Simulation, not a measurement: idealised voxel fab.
This section sets out a process module, namely voxel capacitor over wiring.
The cross-section on display is named cut; it measures 180 nm wide, and its cells are 5 nm squares.
Just so we're on the same page, the cross-sections are grids of square cells, and they're listed out in bands top to bottom, each band one or more rows deep. In this notation a band is specified by the heights of its top and bottom, in that order and in nm, after which its materials appear from left to right, each paired with its width in nm. The word "everywhere" attached to a single material means that material fills the band from edge to edge; the word "air" stands for empty space. For the purposes of this specification, 0 denotes the height below which the wafer in its as-received condition is composed wholly of one material, and the lowermost band, lacking a lower limit, extends downward without end, as expressed in "0 nm and below". A width given as "30->40" starts at the first number in the band's top row and ends at the second number in its bottom row, shifting by an equal amount at every step from row to row. Reading "nothing got changed" for a step: not a cell of the cross-section changed in it. So "Enclosed cavity list" is basically the list of trapped voids: any empty space of 8 cells or more that can't reach the top through an opening. They're written width x height at distance, the distance being from the left edge, and it's all nm. On each step's line, the part that comes after the settings is the simulator's own comment on the step. overlay nm: mask right of planned place by this much (step with mask). Neg. = left. Each of the pairs that make up the rest of this document says: here is the cross-section before one process step, here is the cross-section after it, drawn only down to the lowest band that changed, and here, under the pair, is the step lying between them with its settings. Different pairs may come from different runs of this module on the same starting wafer, so a pair continues from the pair above it only where its entry headed "Before-step section" says so.

### Before-step section
- 130 nm to 95 nm  air=45  resist=65  air=70
- 95 nm to 85 nm  air=35  aC=35  resist=40  air=70
- 85 nm to 80 nm  aC everywhere
- 80 nm to 75 nm  aC=35  TiN=35  aC=110
- 75 nm to 70 nm  aC=35  SiN=35  aC=110
- 70 nm to 65 nm  TiN everywhere
- 65 nm to 60 nm  SiN=35  TiN=35  SiN=110
- 60 nm to 50 nm  TiN=35  Ru=35  TiN=110
- 50 nm to 35 nm  SiO2=45  Ru=15  SiO2=120
- 35 nm to 30 nm  SiCN=45  Ru=15  SiCN=120
- 30 nm to 15 nm  SiO2=30  SiCN=5  Ru=25  SiCN=5  SiO2=50  SiCN=5  Ru=25  SiCN=5  SiO2=30
- 15 nm to 10 nm  SiCN=35  TiN=25  SiCN=60  TiN=25  SiCN=35
- 10 nm to 0 nm  SiO2 everywhere
- 0 nm and below  Si everywhere
- Enclosed cavity list: none

### Section, Post-Step
- 115 nm to 95 nm  air=45  resist=65  air=70
- 95 nm to 85 nm  air=45  aC=25  resist=40  air=70
- 85 nm to 80 nm  air=45  aC=65  air=70
- 80 nm to 75 nm  air=35  TiN=35  aC=40  air=70
- 75 nm to 70 nm  air=35  SiN=35  aC=40  air=70
- Under the height 70 nothing was changed.
- Enclosed cavity list: none
Formally, the process step situated between the two cross-sections above is DIRECTIONAL_ETCH (etch materials aC; depth nm 15)

Before-step section: equal to the after panel directly above.

### Section, Post-Step
- 95 nm to 85 nm  air=45  aC=25  air=110
- Under the height 85 nothing was changed.
- Enclosed cavity list: none
Formally, the process step situated between the two cross-sections above is STRIP (etch materials resist)

Before-step section: equal to the after panel directly above.

### Section, Post-Step
- 95 nm to 85 nm  air=45  aC=25  air=110
- 85 nm to 80 nm  air=45  aC=65  air=70
- 80 nm to 75 nm  air=45  TiN=25  aC=40  air=70
- 75 nm to 70 nm  air=35  SiN=35  aC=40  air=70
- 70 nm to 65 nm  air=35  TiN=75  air=70
- Under the height 65 nothing was changed.
- Enclosed cavity list: none
Formally, the process step situated between the two cross-sections above is DIRECTIONAL_ETCH (etch materials TiN; depth nm 5)

Before-step section: equal to the after panel directly above.

### Section, Post-Step
- 95 nm to 85 nm  air=45  aC=25  air=110
- 85 nm to 80 nm  air=45  aC=65  air=70
- 80 nm to 75 nm  air=45  TiN=25  aC=40  air=70
- 75 nm to 70 nm  air=45  SiN=25  aC=40  air=70
- 70 nm to 65 nm  air=35  TiN=75  air=70
- 65 nm to 60 nm  air=35  TiN=35  SiN=40  air=70
- Under the height 60 nothing was changed.
- Enclosed cavity list: none
Formally, the process step situated between the two cross-sections above is DIRECTIONAL_ETCH (etch materials SiN; depth nm 5)

Before-step section: equal to the after panel directly above.

### Section, Post-Step
- 80 nm to 75 nm  air=45  TiN=25  air=110
- 75 nm to 70 nm  air=45  SiN=25  air=110
- Under the height 70 nothing was changed.
- Enclosed cavity list: none
Formally, the process step situated between the two cross-sections above is STRIP (etch materials aC)

Before-step section: equal to the after panel directly above.

### Section, Post-Step
- 95 nm to 80 nm  air=40  resist=75  air=65
- 80 nm to 75 nm  air=40  resist=5  TiN=25  resist=45  air=65
- 75 nm to 70 nm  air=40  resist=5  SiN=25  resist=45  air=65
- 70 nm to 65 nm  air=35  TiN=75  resist=5  air=65
- 65 nm to 60 nm  air=35  TiN=35  SiN=40  resist=5  air=65
- Under the height 60 nothing was changed.
- Enclosed cavity list: none
Formally, the process step situated between the two cross-sections above is PATTERN (tone cover; mask id LOWER_PLATE; material resist; width nm 75; thk nm 15; overlay nm 0)

Before-step section: equal to the after panel directly above.

### Section, Post-Step
- 95 nm to 80 nm  air=40  resist=75  air=65
- 80 nm to 75 nm  air=40  resist=5  TiN=25  resist=45  air=65
- 75 nm to 70 nm  air=40  resist=5  SiN=25  resist=45  air=65
- 70 nm to 65 nm  air=40  TiN=70  resist=5  air=65
- 65 nm to 60 nm  air=40  TiN=30  SiN=40  resist=5  air=65
- 60 nm to 50 nm  air=35  Ru=35  TiN=45  air=65
- Under the height 50 nothing was changed.
- Enclosed cavity list: none
Formally, the process step situated between the two cross-sections above is DIRECTIONAL_ETCH (etch materials TiN; depth nm 10)

Before-step section: equal to the after panel directly above.

### Section, Post-Step
- 80 nm to 75 nm  air=45  TiN=25  air=110
- 75 nm to 70 nm  air=45  SiN=25  air=110
- 70 nm to 65 nm  air=40  TiN=70  air=70
- 65 nm to 60 nm  air=40  TiN=30  SiN=40  air=70
- Under the height 60 nothing was changed.
- Enclosed cavity list: none
Formally, the process step situated between the two cross-sections above is STRIP (etch materials resist)

Before-step section: equal to the after panel directly above.

### Section, Post-Step
- 95 nm to 80 nm  SiO2 everywhere
- 80 nm to 75 nm  SiO2=45  TiN=25  SiO2=110
- 75 nm to 70 nm  SiO2=45  SiN=25  SiO2=110
- 70 nm to 65 nm  SiO2=40  TiN=70  SiO2=70
- 65 nm to 60 nm  SiO2=40  TiN=30  SiN=40  SiO2=70
- 60 nm to 50 nm  SiO2=35  Ru=35  TiN=45  SiO2=65
- Under the height 50 nothing was changed.
- Enclosed cavity list: none
Formally, the process step situated between the two cross-sections above is FILL_DEP (material SiO2; thk nm 15)

Before-step section: equal to the after panel directly above.

### Section, Post-Step
- 80 nm to 75 nm  SiO2=45  TiN=25  SiO2=110
- Under the height 75 nothing was changed.
- Enclosed cavity list: none
Formally, the process step situated between the two cross-sections above is CMP (height nm 80)

Before-step section: equal to the after panel directly above.

### Section, Post-Step
- 85 nm to 80 nm  TiN everywhere
- Under the height 80 nothing was changed.
- Enclosed cavity list: none
Formally, the process step situated between the two cross-sections above is CONFORMAL_DEP (material TiN; thk nm 5)

Before-step section: equal to the after panel directly above.

### Section, Post-Step
- 95 nm to 85 nm  Cu everywhere
- Under the height 85 nothing was changed.
- Enclosed cavity list: none
Formally, the process step situated between the two cross-sections above is FILL_DEP (material Cu; thk nm 10)

Before-step section: equal to the after panel directly above.

### Section, Post-Step
- 80 nm to 75 nm  SiO2=45  TiN=25  SiO2=110
- Under the height 75 nothing was changed.
- Enclosed cavity list: none
Formally, the process step situated between the two cross-sections above is CMP (height nm 80)

Before-step section: equal to the after panel directly above.

### Section, Post-Step
- 85 nm to 80 nm  SiN everywhere
- Under the height 80 nothing was changed.
- Enclosed cavity list: none
Formally, the process step situated between the two cross-sections above is CONFORMAL_DEP (material SiN; thk nm 5)

### Before-step section
- 50 nm to 35 nm  SiO2=45  Ru=15  SiO2=120
- 35 nm to 30 nm  SiCN=45  Ru=15  SiCN=120
- 30 nm to 15 nm  SiO2=30  SiCN=5  Ru=25  SiCN=5  SiO2=50  SiCN=5  Ru=25  SiCN=5  SiO2=30
- 15 nm to 10 nm  SiCN=35  TiN=25  SiCN=60  TiN=25  SiCN=35
- 10 nm to 0 nm  SiO2 everywhere
- 0 nm and below  Si everywhere
- Enclosed cavity list: none

### Section, Post-Step
- 55 nm to 50 nm  SiN everywhere
- Under the height 50 nothing was changed.
- Enclosed cavity list: none
Formally, the process step situated between the two cross-sections above is DIRECTIONAL_DEP (material SiN; thk nm 5)

Before-step section: equal to the after panel directly above.

### Section, Post-Step
- 65 nm to 55 nm  TiN everywhere
- Under the height 55 nothing was changed.
- Enclosed cavity list: none
Formally, the process step situated between the two cross-sections above is DIRECTIONAL_DEP (material TiN; thk nm 10)

Before-step section: equal to the after panel directly above.

### Section, Post-Step
- 70 nm to 55 nm  TiN everywhere
- Under the height 55 nothing was changed.
- Enclosed cavity list: none
Formally, the process step situated between the two cross-sections above is DIRECTIONAL_DEP (material TiN; thk nm 5)

Before-step section: equal to the after panel directly above.

### Section, Post-Step
- 85 nm to 70 nm  aC everywhere
- Under the height 70 nothing was changed.
- Enclosed cavity list: none
Formally, the process step situated between the two cross-sections above is DIRECTIONAL_DEP (material aC; thk nm 15)

Before-step section: equal to the after panel directly above.

### Section, Post-Step
- 120 nm to 85 nm  air=45  resist=65  air=70
- Under the height 85 nothing was changed.
- Enclosed cavity list: none
Formally, the process step situated between the two cross-sections above is PATTERN (tone cover; mask id UPPER_PLATE; material resist; width nm 65; thk nm 35; overlay nm 0)

Before-step section: equal to the after panel directly above.

### Section, Post-Step
- 105 nm to 85 nm  air=45  resist=65  air=70
- 85 nm to 70 nm  air=45  aC=65  air=70
- Under the height 70 nothing was changed.
- Enclosed cavity list: none
Formally, the process step situated between the two cross-sections above is DIRECTIONAL_ETCH (etch materials aC; depth nm 15)

Before-step section: equal to the after panel directly above.

### Section, Post-Step
- 85 nm to 70 nm  air=45  aC=65  air=70
- Under the height 70 nothing was changed.
- Enclosed cavity list: none
Formally, the process step situated between the two cross-sections above is STRIP (etch materials resist)

Before-step section: equal to the after panel directly above.

### Section, Post-Step
- 85 nm to 70 nm  air=45  aC=65  air=70
- 70 nm to 65 nm  air=45  TiN=65  air=70
- Under the height 65 nothing was changed.
- Enclosed cavity list: none
Formally, the process step situated between the two cross-sections above is DIRECTIONAL_ETCH (etch materials TiN; depth nm 5)

Before-step section: equal to the after panel directly above.

### Section, Post-Step
- 70 nm to 65 nm  air=45  TiN=65  air=70
- Under the height 65 nothing was changed.
- Enclosed cavity list: none
Formally, the process step situated between the two cross-sections above is STRIP (etch materials aC)

Before-step section: equal to the after panel directly above.

### Section, Post-Step
- 85 nm to 70 nm  air=40  resist=75  air=65
- 70 nm to 65 nm  air=40  resist=5  TiN=65  resist=5  air=65
- Under the height 65 nothing was changed.
- Enclosed cavity list: none
Formally, the process step situated between the two cross-sections above is PATTERN (tone cover; mask id LOWER_PLATE; material resist; width nm 75; thk nm 15; overlay nm 0)

Before-step section: equal to the after panel directly above.

### Section, Post-Step
- 85 nm to 70 nm  air=40  resist=75  air=65
- 70 nm to 65 nm  air=40  resist=5  TiN=65  resist=5  air=65
- 65 nm to 55 nm  air=40  TiN=75  air=65
- Under the height 55 nothing was changed.
- Enclosed cavity list: none
Formally, the process step situated between the two cross-sections above is DIRECTIONAL_ETCH (etch materials TiN; depth nm 10)

Before-step section: equal to the after panel directly above.

### Section, Post-Step
- 70 nm to 65 nm  air=45  TiN=65  air=70
- Under the height 65 nothing was changed.
- Enclosed cavity list: none
Formally, the process step situated between the two cross-sections above is STRIP (etch materials resist)

Before-step section: equal to the after panel directly above.

### Section, Post-Step
- 85 nm to 70 nm  SiO2 everywhere
- 70 nm to 65 nm  SiO2=45  TiN=65  SiO2=70
- 65 nm to 55 nm  SiO2=40  TiN=75  SiO2=65
- Under the height 55 nothing was changed.
- Enclosed cavity list: none
Formally, the process step situated between the two cross-sections above is FILL_DEP (material SiO2; thk nm 15)

Before-step section: equal to the after panel directly above.

### Section, Post-Step
- 80 nm to 70 nm  SiO2 everywhere
- Under the height 70 nothing was changed.
- Enclosed cavity list: none
Formally, the process step situated between the two cross-sections above is CMP (height nm 80)

Before-step section: equal to the after panel directly above.

### Section, Post-Step
- 80 nm to 70 nm  SiO2=55  air=15  SiO2=110
- Under the height 70 nothing was changed.
- Enclosed cavity list: none
Formally, the process step situated between the two cross-sections above is MASKED_ETCH (tone open; mask id PLUG_2; width nm 15; etch materials SiO2; depth nm 10; overlay nm 0)

Before-step section: equal to the after panel directly above.

### Section, Post-Step
- 85 nm to 80 nm  TiN=60  air=5  TiN=115
- 80 nm to 75 nm  SiO2=55  TiN=5  air=5  TiN=5  SiO2=110
- 75 nm to 65 nm  SiO2=55->45  TiN=15->65  SiO2=110->70
- Under the height 65 nothing was changed.
- Enclosed cavity list: none
Formally, the process step situated between the two cross-sections above is CONFORMAL_DEP (material TiN; thk nm 5)

Before-step section: equal to the after panel directly above.

### Section, Post-Step
- 95 nm to 85 nm  Cu everywhere
- 85 nm to 80 nm  TiN=60  Cu=5  TiN=115
- 80 nm to 75 nm  SiO2=55  TiN=5  Cu=5  TiN=5  SiO2=110
- Under the height 75 nothing was changed.
- Enclosed cavity list: none
Formally, the process step situated between the two cross-sections above is FILL_DEP (material Cu; thk nm 10)

Before-step section: equal to the after panel directly above.

### Section, Post-Step
- 80 nm to 75 nm  SiO2=55  TiN=5  Cu=5  TiN=5  SiO2=110
- Under the height 75 nothing was changed.
- Enclosed cavity list: none
Formally, the process step situated between the two cross-sections above is CMP (height nm 80)

Before-step section: equal to the after panel directly above.

### Section, Post-Step
- 85 nm to 80 nm  SiN everywhere
- Under the height 80 nothing was changed.
- Enclosed cavity list: none
Formally, the process step situated between the two cross-sections above is CONFORMAL_DEP (material SiN; thk nm 5)

### Before-step section
- 95 nm to 85 nm  Cu everywhere
- 85 nm to 80 nm  TiN=60  Cu=5  TiN=115
- 80 nm to 75 nm  SiO2=55  TiN=5  Cu=5  TiN=5  SiO2=110
- 75 nm to 65 nm  SiO2=55->45  TiN=15->65  SiO2=110->70
- 65 nm to 60 nm  SiO2=45  SiN=65  SiO2=70
- 60 nm to 50 nm  SiO2=40  TiN=75  SiO2=65
- 50 nm to 35 nm  SiO2=45  Ru=15  SiO2=120
- 35 nm to 30 nm  SiCN=45  Ru=15  SiCN=120
- 30 nm to 15 nm  SiO2=30  SiCN=5  Ru=25  SiCN=5  SiO2=50  SiCN=5  Ru=25  SiCN=5  SiO2=30
- 15 nm to 10 nm  SiCN=35  TiN=25  SiCN=60  TiN=25  SiCN=35
- 10 nm to 0 nm  SiO2 everywhere
- 0 nm and below  Si everywhere
- Enclosed cavity list: none

### Section, Post-Step
- 90 nm to 85 nm  Cu everywhere
- Under the height 85 nothing was changed.
- Enclosed cavity list: none
Formally, the process step situated between the two cross-sections above is CMP (height nm 90)

Before-step section: equal to the after panel directly above.

### Section, Post-Step
- 95 nm to 90 nm  SiN everywhere
- Under the height 90 nothing was changed.
- Enclosed cavity list: none
Formally, the process step situated between the two cross-sections above is CONFORMAL_DEP (material SiN; thk nm 5)

### Before-step section
- 85 nm to 70 nm  aC everywhere
- 70 nm to 65 nm  TiN everywhere
- 65 nm to 60 nm  SiN everywhere
- 60 nm to 50 nm  TiN everywhere
- 50 nm to 35 nm  SiO2=45  Ru=15  SiO2=120
- 35 nm to 30 nm  SiCN=45  Ru=15  SiCN=120
- 30 nm to 15 nm  SiO2=30  SiCN=5  Ru=25  SiCN=5  SiO2=50  SiCN=5  Ru=25  SiCN=5  SiO2=30
- 15 nm to 10 nm  SiCN=35  TiN=25  SiCN=60  TiN=25  SiCN=35
- 10 nm to 0 nm  SiO2 everywhere
- 0 nm and below  Si everywhere
- Enclosed cavity list: none

### Section, Post-Step
- 120 nm to 85 nm  air=50  resist=60  air=70
- Under the height 85 nothing was changed.
- Enclosed cavity list: none
Formally, the process step situated between the two cross-sections above is PATTERN (tone cover; mask id UPPER_PLATE; material resist; width nm 60; thk nm 35; overlay nm 0)

Before-step section: equal to the after panel directly above.

### Section, Post-Step
- 105 nm to 85 nm  air=50  resist=60  air=70
- 85 nm to 70 nm  air=50  aC=60  air=70
- Under the height 70 nothing was changed.
- Enclosed cavity list: none
Formally, the process step situated between the two cross-sections above is DIRECTIONAL_ETCH (etch materials aC; depth nm 15)

Before-step section: equal to the after panel directly above.

### Section, Post-Step
- 85 nm to 70 nm  air=50  aC=60  air=70
- Under the height 70 nothing was changed.
- Enclosed cavity list: none
Formally, the process step situated between the two cross-sections above is STRIP (etch materials resist)

Before-step section: equal to the after panel directly above.

### Section, Post-Step
- 85 nm to 70 nm  air=50  aC=60  air=70
- 70 nm to 65 nm  air=50  TiN=60  air=70
- Under the height 65 nothing was changed.
- Enclosed cavity list: none
Formally, the process step situated between the two cross-sections above is DIRECTIONAL_ETCH (etch materials TiN; depth nm 5)

Before-step section: equal to the after panel directly above.

### Section, Post-Step
- 85 nm to 70 nm  air=50  aC=60  air=70
- 70 nm to 65 nm  air=50  TiN=60  air=70
- 65 nm to 60 nm  air=50  SiN=60  air=70
- Under the height 60 nothing was changed.
- Enclosed cavity list: none
Formally, the process step situated between the two cross-sections above is DIRECTIONAL_ETCH (etch materials SiN; depth nm 5)

Before-step section: equal to the after panel directly above.

### Section, Post-Step
- 70 nm to 65 nm  air=50  TiN=60  air=70
- Under the height 65 nothing was changed.
- Enclosed cavity list: none
Formally, the process step situated between the two cross-sections above is STRIP (etch materials aC)

Before-step section: equal to the after panel directly above.

### Section, Post-Step
- 85 nm to 70 nm  air=40  resist=75  air=65
- 70 nm to 65 nm  air=40  resist=10  TiN=60  resist=5  air=65
- 65 nm to 60 nm  air=40  resist=10  SiN=60  resist=5  air=65
- Under the height 60 nothing was changed.
- Enclosed cavity list: none
Formally, the process step situated between the two cross-sections above is PATTERN (tone cover; mask id LOWER_PLATE; material resist; width nm 75; thk nm 15; overlay nm 0)

Before-step section: equal to the after panel directly above.

### Section, Post-Step
- 85 nm to 70 nm  air=40  resist=75  air=65
- 70 nm to 65 nm  air=40  resist=10  TiN=60  resist=5  air=65
- 65 nm to 60 nm  air=40  resist=10  SiN=60  resist=5  air=65
- 60 nm to 50 nm  air=40  TiN=75  air=65
- Under the height 50 nothing was changed.
- Enclosed cavity list: none
Formally, the process step situated between the two cross-sections above is DIRECTIONAL_ETCH (etch materials TiN; depth nm 10)

Before-step section: equal to the after panel directly above.

### Section, Post-Step
- 70 nm to 65 nm  air=50  TiN=60  air=70
- 65 nm to 60 nm  air=50  SiN=60  air=70
- Under the height 60 nothing was changed.
- Enclosed cavity list: none
Formally, the process step situated between the two cross-sections above is STRIP (etch materials resist)

Before-step section: equal to the after panel directly above.

### Section, Post-Step
- 85 nm to 70 nm  SiO2 everywhere
- 70 nm to 65 nm  SiO2=50  TiN=60  SiO2=70
- 65 nm to 60 nm  SiO2=50  SiN=60  SiO2=70
- 60 nm to 50 nm  SiO2=40  TiN=75  SiO2=65
- Under the height 50 nothing was changed.
- Enclosed cavity list: none
Formally, the process step situated between the two cross-sections above is FILL_DEP (material SiO2; thk nm 15)

Before-step section: equal to the after panel directly above.

### Section, Post-Step
- 80 nm to 70 nm  SiO2 everywhere
- Under the height 70 nothing was changed.
- Enclosed cavity list: none
Formally, the process step situated between the two cross-sections above is CMP (height nm 80)

Before-step section: equal to the after panel directly above.

### Section, Post-Step
- 80 nm to 70 nm  SiO2=55  air=15  SiO2=110
- Under the height 70 nothing was changed.
- Enclosed cavity list: none
Formally, the process step situated between the two cross-sections above is MASKED_ETCH (tone open; mask id PLUG_2; width nm 15; etch materials SiO2; depth nm 10; overlay nm 0)

Before-step section: equal to the after panel directly above.

### Section, Post-Step
- 85 nm to 80 nm  TiN=60  air=5  TiN=115
- 80 nm to 75 nm  SiO2=55  TiN=5  air=5  TiN=5  SiO2=110
- 75 nm to 65 nm  SiO2=55->50  TiN=15->60  SiO2=110->70
- Under the height 65 nothing was changed.
- Enclosed cavity list: none
Formally, the process step situated between the two cross-sections above is CONFORMAL_DEP (material TiN; thk nm 5)

Before-step section: equal to the after panel directly above.

### Section, Post-Step
- 95 nm to 85 nm  Cu everywhere
- 85 nm to 80 nm  TiN=60  Cu=5  TiN=115
- 80 nm to 75 nm  SiO2=55  TiN=5  Cu=5  TiN=5  SiO2=110
- Under the height 75 nothing was changed.
- Enclosed cavity list: none
Formally, the process step situated between the two cross-sections above is FILL_DEP (material Cu; thk nm 10)

Before-step section: equal to the after panel directly above.

### Section, Post-Step
- 80 nm to 75 nm  SiO2=55  TiN=5  Cu=5  TiN=5  SiO2=110
- Under the height 75 nothing was changed.
- Enclosed cavity list: none
Formally, the process step situated between the two cross-sections above is CMP (height nm 80)

Before-step section: equal to the after panel directly above.

### Section, Post-Step
- 85 nm to 80 nm  SiN everywhere
- Under the height 80 nothing was changed.
- Enclosed cavity list: none
Formally, the process step situated between the two cross-sections above is CONFORMAL_DEP (material SiN; thk nm 5)

### Before-step section
- 85 nm to 70 nm  aC everywhere
- 70 nm to 65 nm  TiN everywhere
- 65 nm to 60 nm  SiN everywhere
- 60 nm to 50 nm  TiN everywhere
- 50 nm to 35 nm  SiO2=45  Ru=15  SiO2=120
- 35 nm to 30 nm  SiCN=45  Ru=15  SiCN=120
- 30 nm to 15 nm  SiO2=30  SiCN=5  Ru=25  SiCN=5  SiO2=50  SiCN=5  Ru=25  SiCN=5  SiO2=30
- 15 nm to 10 nm  SiCN=35  TiN=25  SiCN=60  TiN=25  SiCN=35
- 10 nm to 0 nm  SiO2 everywhere
- 0 nm and below  Si everywhere
- Enclosed cavity list: none

### Section, Post-Step
- 120 nm to 85 nm  air=55  resist=65  air=60
- Under the height 85 nothing was changed.
- Enclosed cavity list: none
Formally, the process step situated between the two cross-sections above is PATTERN (tone cover; mask id UPPER_PLATE; material resist; width nm 65; thk nm 35; overlay nm 10)

Before-step section: equal to the after panel directly above.

### Section, Post-Step
- 105 nm to 85 nm  air=55  resist=65  air=60
- 85 nm to 70 nm  air=55  aC=65  air=60
- Under the height 70 nothing was changed.
- Enclosed cavity list: none
Formally, the process step situated between the two cross-sections above is DIRECTIONAL_ETCH (etch materials aC; depth nm 15)

Before-step section: equal to the after panel directly above.

### Section, Post-Step
- 85 nm to 70 nm  air=55  aC=65  air=60
- Under the height 70 nothing was changed.
- Enclosed cavity list: none
Formally, the process step situated between the two cross-sections above is STRIP (etch materials resist)

Before-step section: equal to the after panel directly above.

### Section, Post-Step
- 85 nm to 70 nm  air=55  aC=65  air=60
- 70 nm to 65 nm  air=55  TiN=65  air=60
- Under the height 65 nothing was changed.
- Enclosed cavity list: none
Formally, the process step situated between the two cross-sections above is DIRECTIONAL_ETCH (etch materials TiN; depth nm 5)

Before-step section: equal to the after panel directly above.

### Section, Post-Step
- 85 nm to 70 nm  air=55  aC=65  air=60
- 70 nm to 65 nm  air=55  TiN=65  air=60
- 65 nm to 60 nm  air=55  SiN=65  air=60
- Under the height 60 nothing was changed.
- Enclosed cavity list: none
Formally, the process step situated between the two cross-sections above is DIRECTIONAL_ETCH (etch materials SiN; depth nm 5)

Before-step section: equal to the after panel directly above.

### Section, Post-Step
- 70 nm to 65 nm  air=55  TiN=65  air=60
- Under the height 65 nothing was changed.
- Enclosed cavity list: none
Formally, the process step situated between the two cross-sections above is STRIP (etch materials aC)

Before-step section: equal to the after panel directly above.

### Section, Post-Step
- 85 nm to 70 nm  air=40  resist=75  air=65
- 70 nm to 65 nm  air=40  resist=15  TiN=65  air=60
- 65 nm to 60 nm  air=40  resist=15  SiN=65  air=60
- Under the height 60 nothing was changed.
- Enclosed cavity list: none
Formally, the process step situated between the two cross-sections above is PATTERN (tone cover; mask id LOWER_PLATE; material resist; width nm 75; thk nm 15; overlay nm 0)

Before-step section: equal to the after panel directly above.

### Section, Post-Step
- 85 nm to 70 nm  air=40  resist=75  air=65
- 70 nm to 65 nm  air=40  resist=15  TiN=60  air=65
- 65 nm to 60 nm  air=40  resist=15  SiN=65  air=60
- 60 nm to 50 nm  air=40  TiN=80  air=60
- Under the height 50 nothing was changed.
- Enclosed cavity list: none
Formally, the process step situated between the two cross-sections above is DIRECTIONAL_ETCH (etch materials TiN; depth nm 10)

Before-step section: equal to the after panel directly above.

### Section, Post-Step
- 70 nm to 65 nm  air=55  TiN=60  air=65
- 65 nm to 60 nm  air=55  SiN=65  air=60
- Under the height 60 nothing was changed.
- Enclosed cavity list: none
Formally, the process step situated between the two cross-sections above is STRIP (etch materials resist)

Before-step section: equal to the after panel directly above.

### Section, Post-Step
- 85 nm to 70 nm  SiO2 everywhere
- 70 nm to 65 nm  SiO2=55  TiN=60  SiO2=65
- 65 nm to 60 nm  SiO2=55  SiN=65  SiO2=60
- 60 nm to 50 nm  SiO2=40  TiN=80  SiO2=60
- Under the height 50 nothing was changed.
- Enclosed cavity list: none
Formally, the process step situated between the two cross-sections above is FILL_DEP (material SiO2; thk nm 15)

Before-step section: equal to the after panel directly above.

### Section, Post-Step
- 80 nm to 70 nm  SiO2 everywhere
- Under the height 70 nothing was changed.
- Enclosed cavity list: none
Formally, the process step situated between the two cross-sections above is CMP (height nm 80)

Before-step section: equal to the after panel directly above.

### Section, Post-Step
- 80 nm to 70 nm  SiO2=55  air=15  SiO2=110
- Under the height 70 nothing was changed.
- Enclosed cavity list: none
Formally, the process step situated between the two cross-sections above is MASKED_ETCH (tone open; mask id PLUG_2; width nm 15; etch materials SiO2; depth nm 10; overlay nm 0)

Before-step section: equal to the after panel directly above.

### Section, Post-Step
- 85 nm to 80 nm  TiN=60  air=5  TiN=115
- 80 nm to 75 nm  SiO2=55  TiN=5  air=5  TiN=5  SiO2=110
- 75 nm to 65 nm  SiO2=55  TiN=15->60  SiO2=110->65
- Under the height 65 nothing was changed.
- Enclosed cavity list: none
Formally, the process step situated between the two cross-sections above is CONFORMAL_DEP (material TiN; thk nm 5)

Before-step section: equal to the after panel directly above.

### Section, Post-Step
- 95 nm to 85 nm  Cu everywhere
- 85 nm to 80 nm  TiN=60  Cu=5  TiN=115
- 80 nm to 75 nm  SiO2=55  TiN=5  Cu=5  TiN=5  SiO2=110
- Under the height 75 nothing was changed.
- Enclosed cavity list: none
Formally, the process step situated between the two cross-sections above is FILL_DEP (material Cu; thk nm 10)

Before-step section: equal to the after panel directly above.

### Section, Post-Step
- 80 nm to 75 nm  SiO2=55  TiN=5  Cu=5  TiN=5  SiO2=110
- Under the height 75 nothing was changed.
- Enclosed cavity list: none
Formally, the process step situated between the two cross-sections above is CMP (height nm 80)

Before-step section: equal to the after panel directly above.

### Section, Post-Step
- 85 nm to 80 nm  SiN everywhere
- Under the height 80 nothing was changed.
- Enclosed cavity list: none
Formally, the process step situated between the two cross-sections above is CONFORMAL_DEP (material SiN; thk nm 5)

### Before-step section
- 85 nm to 80 nm  TiN=60  air=5  TiN=115
- 80 nm to 75 nm  SiO2=55  TiN=5  air=5  TiN=5  SiO2=110
- 75 nm to 65 nm  SiO2=55->45  TiN=15->65  SiO2=110->70
- 65 nm to 60 nm  SiO2=45  SiN=65  SiO2=70
- 60 nm to 50 nm  SiO2=40  TiN=75  SiO2=65
- 50 nm to 35 nm  SiO2=45  Ru=15  SiO2=120
- 35 nm to 30 nm  SiCN=45  Ru=15  SiCN=120
- 30 nm to 15 nm  SiO2=30  SiCN=5  Ru=25  SiCN=5  SiO2=50  SiCN=5  Ru=25  SiCN=5  SiO2=30
- 15 nm to 10 nm  SiCN=35  TiN=25  SiCN=60  TiN=25  SiCN=35
- 10 nm to 0 nm  SiO2 everywhere
- 0 nm and below  Si everywhere
- Enclosed cavity list: none

### Section, Post-Step
- 95 nm to 85 nm  aC everywhere
- 85 nm to 80 nm  TiN=60  aC=5  TiN=115
- 80 nm to 75 nm  SiO2=55  TiN=5  aC=5  TiN=5  SiO2=110
- Under the height 75 nothing was changed.
- Enclosed cavity list: none
Formally, the process step situated between the two cross-sections above is FILL_DEP (material aC; thk nm 10)

Before-step section: equal to the after panel directly above.

### Section, Post-Step
- 80 nm to 75 nm  SiO2=55  TiN=5  aC=5  TiN=5  SiO2=110
- Under the height 75 nothing was changed.
- Enclosed cavity list: none
Formally, the process step situated between the two cross-sections above is CMP (height nm 80)

Before-step section: equal to the after panel directly above.

### Section, Post-Step
- 85 nm to 80 nm  SiN everywhere
- Under the height 80 nothing was changed.
- Enclosed cavity list: none
Formally, the process step situated between the two cross-sections above is CONFORMAL_DEP (material SiN; thk nm 5)

### Before-step section
- 60 nm to 50 nm  aC everywhere
- 50 nm to 35 nm  SiO2 everywhere
- 35 nm to 30 nm  SiCN everywhere
- 30 nm to 15 nm  SiO2=30  SiCN=5  Ru=25  SiCN=5  SiO2=50  SiCN=5  Ru=25  SiCN=5  SiO2=30
- 15 nm to 10 nm  SiCN=35  TiN=25  SiCN=60  TiN=25  SiCN=35
- 10 nm to 0 nm  SiO2 everywhere
- 0 nm and below  Si everywhere
- Enclosed cavity list: none

### Section, Post-Step
- 85 nm to 60 nm  air=45  resist=15  air=120
- Under the height 60 nothing was changed.
- Enclosed cavity list: none
Formally, the process step situated between the two cross-sections above is PATTERN (tone cover; mask id PLUG_1; material resist; width nm 15; thk nm 25; overlay nm 0)

Before-step section: equal to the after panel directly above.

### Section, Post-Step
- 75 nm to 60 nm  air=45  resist=15  air=120
- 60 nm to 50 nm  air=45  aC=15  air=120
- Under the height 50 nothing was changed.
- Enclosed cavity list: none
Formally, the process step situated between the two cross-sections above is DIRECTIONAL_ETCH (etch materials aC; depth nm 10)

Before-step section: equal to the after panel directly above.

### Section, Post-Step
- 60 nm to 50 nm  air=45  aC=15  air=120
- Under the height 50 nothing was changed.
- Enclosed cavity list: none
Formally, the process step situated between the two cross-sections above is STRIP (etch materials resist)

Before-step section: equal to the after panel directly above.

### Section, Post-Step
- 60 nm to 50 nm  air=45  aC=15  air=120
- 50 nm to 35 nm  air=45  SiO2=15  air=120
- Under the height 35 nothing was changed.
- Enclosed cavity list: none
Formally, the process step situated between the two cross-sections above is DIRECTIONAL_ETCH (etch materials SiO2; depth nm 15)
